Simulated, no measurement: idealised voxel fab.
This is a process module. Its name is voxel transistor to metal.
Square cells of 5 nm make up the cross-section cut, whose width is 185 nm.
Each cross-section below is a grid of square cells, stated as bands in top-down order, with one or more rows of cells making up each band. Top height, bottom height, nm. Materials left to right, width each, nm. Single material + "everywhere" = fills band edge to edge. "empty" = empty. Heights are expressed relative to 0, this being the level below which the as-received wafer comprises one material exclusively. The lowest band is unbounded in the downward direction and is denoted as in "top 0, no bottom". A two-number width, for instance "30 to 40", indicates that the width is equal to the first number in the top row of the band and to the second number in the bottom row, and that it changes by a constant amount per row of cells. "nothing was modified", as given for a step, is the statement that not any cell of the cross-section underwent a change during that step. In "Completely enclosed voids" the enclosed voids are listed, meaning empty spaces of 8 cells or larger without any opening to the top. The form is width x height at distance, distance from the left edge, units nm. Text after the settings on a step's line: the simulator's own remark on that step. When a step includes a mask, the "overlay nm" setting on its line states how far to the right of its planned place that mask lay, and negative values state how far to the left.
Steps planned for the process
- 1: RECEIVE, material Si
- 2: OXIDIZE, depth nm 5
- 3: CONFORMAL_DEP, material SiN, thk nm 10
- 4: MASKED_ETCH, tone cover, mask id ACTIVE, width nm 115, etch materials SiN, depth nm 10, overlay nm 0
- 5: MASKED_ETCH, tone cover, mask id ACTIVE, width nm 115, etch materials SiO2, depth nm 5, overlay nm 0
- 6: MASKED_ETCH, tone cover, mask id ACTIVE, width nm 115, etch materials Si, depth nm 20, overlay nm 0
- 7: OXIDIZE, depth nm 5
- 8: FILL_DEP, material SiO2, thk nm 10
- 9: CMP, height nm 10
- 10: SELECTIVE_ETCH, etch materials SiO2, depth nm 10
- 11: STRIP, etch materials SiN
- 12: SELECTIVE_ETCH, etch materials SiO2, depth nm 5
- 13: OXIDIZE, depth nm 5
- 14: DIRECTIONAL_DEP, material polySi, thk nm 25
- 15: DIRECTIONAL_DEP, material SiCN, thk nm 15
- 16: PATTERN, tone cover, mask id GATE, material resist, width nm 35, thk nm 20, overlay nm 0
- 17: DIRECTIONAL_ETCH, etch materials SiCN, depth nm 25
- 18: DIRECTIONAL_ETCH, etch materials polySi, depth nm 35
- 19: STRIP, etch materials resist
- 20: CONFORMAL_DEP, material SiN, thk nm 10
- 21: DIRECTIONAL_ETCH, etch materials SiN, depth nm 10
- 22: DIRECTIONAL_ETCH, etch materials SiO2, depth nm 5
- 23: DIRECTIONAL_ETCH, etch materials Si, depth nm 15
- 24: EPI, material SiGe, thk nm 20
- 25: FILL_DEP, material SiO2, thk nm 5
- 26: CMP, height nm 20
- 27: STRIP, etch materials polySi
- 28: SELECTIVE_ETCH, etch materials SiO2, depth nm 5
- 29: CONFORMAL_DEP, material HfO2, thk nm 5
- 30: CONFORMAL_DEP, material TiN, thk nm 5
- 31: FILL_DEP, material W, thk nm 10
- 32: CMP, height nm 15
- 33: DIRECTIONAL_DEP, material SiO2, thk nm 10
- 34: PATTERN, tone open, mask id CONTACT, material resist, width nm 20, pitch nm 85, thk nm 20, overlay nm 0
- 35: DIRECTIONAL_ETCH, etch materials SiO2, depth nm 30
- 36: STRIP, etch materials resist
- 37: CONFORMAL_DEP, material TiN, thk nm 5
- 38: FILL_DEP, material W, thk nm 10
- 39: CMP, height nm 25
- 40: DIRECTIONAL_DEP, material TiN, thk nm 5
- 41: DIRECTIONAL_DEP, material Ru, thk nm 15
- 42: PATTERN, tone cover, mask id METAL_1, material resist, width nm 20, pitch nm 85, thk nm 15, overlay nm 0
- 43: DIRECTIONAL_ETCH, etch materials Ru, depth nm 15
- 44: DIRECTIONAL_ETCH, etch materials TiN, depth nm 5
- 45: STRIP, etch materials resist
- 46: CONFORMAL_DEP, material SiCN, thk nm 5
- 47: FILL_DEP, material lowk, thk nm 5
- 48: CMP, height nm 45
- 49: CONFORMAL_DEP, material SiCN, thk nm 5
- 50: DIRECTIONAL_DEP, material lowk, thk nm 35
- 51: MASKED_ETCH, tone open, mask id METAL_2_HOLES, width nm 15, pitch nm 85, etch materials lowk, depth nm 35, overlay nm 0
- 52: PATTERN, tone open, mask id METAL_2, material resist, width nm 20, pitch nm 85, thk nm 15, overlay nm 0
- 53: DIRECTIONAL_ETCH, etch materials lowk, depth nm 20
- 54: DIRECTIONAL_ETCH, etch materials SiCN, depth nm 5
- 55: STRIP, etch materials resist
- 56: CONFORMAL_DEP, material TiN, thk nm 5
- 57: FILL_DEP, material Cu, thk nm 5
- 58: CMP, height nm 85
- 59: CONFORMAL_DEP, material SiCN, thk nm 5
Cross-section of the wafer upon arrival, representing the state reached after step 1
top 0, no bottom | Si everywhere
Completely enclosed voids: none
Figure: cross-sectional view of the wafer upon completion of the module, processed from the initial state and according to the plan depicted above, with one error introduced during execution
top 90, bottom 85 | SiCN everywhere
top 85, bottom 70 | 40 lowk | 5 TiN | 10 Cu | 5 TiN | 65 lowk | 5 TiN | 10 Cu | 5 TiN | 40 lowk
top 70, bottom 65 | 40 lowk | 5 TiN | 5 Cu | 10 TiN | 65 lowk | 5 TiN | 5 Cu | 10 TiN | 40 lowk
top 65, bottom 50 | 40 lowk | 5 TiN | 5 Cu | 5 TiN | 70 lowk | 5 TiN | 5 Cu | 5 TiN | 45 lowk
top 50, bottom 45 | 40 SiCN | 15 TiN | 70 SiCN | 15 TiN | 45 SiCN
top 45, bottom 30 | 35 lowk | 5 SiCN | 20 Ru | 5 SiCN | 55 lowk | 5 SiCN | 20 Ru | 5 SiCN | 35 lowk
top 30, bottom 25 | 40 SiCN | 20 TiN | 65 SiCN | 20 TiN | 40 SiCN
top 25, bottom 15 | 40 SiO2 | 5 TiN | 10 W | 5 TiN | 65 SiO2 | 5 TiN | 10 W | 5 TiN | 40 SiO2
top 15, bottom 10 | 40 SiO2 | 20 TiN | 5 SiO2 | 10 SiN | 5 HfO2 | 5 TiN | 20 W | 5 TiN | 5 HfO2 | 10 SiN | 20 TiN | 40 SiO2
top 10, bottom 0 | 40 SiO2 | 5 TiN | 20 SiGe | 10 SiN | 5 HfO2 | 5 TiN | 20 W | 5 TiN | 5 HfO2 | 10 SiN | 20 SiGe | 40 SiO2
top 0, bottom -5 | 40 SiO2 | 5 TiN | 20 SiGe | 10 SiN | 5 HfO2 | 30 TiN | 5 HfO2 | 10 SiN | 20 SiGe | 40 SiO2
top -5, bottom -10 | 35 SiO2 | 30 SiGe | 5 SiO2 | 50 HfO2 | 5 SiO2 | 25 SiGe | 35 SiO2
top -10, bottom -25 | 40 SiO2 | 25 SiGe | 60 Si | 20 SiGe | 40 SiO2
top -25, bottom -30 | 40 SiO2 | 105 Si | 40 SiO2
top -30, no bottom | Si everywhere
Completely enclosed voids: none
Run error: heads up, step 16 didn't go per plan, it actually ran as PATTERN, tone cover, mask id GATE, material resist, width nm 40, thk nm 20, overlay nm 0
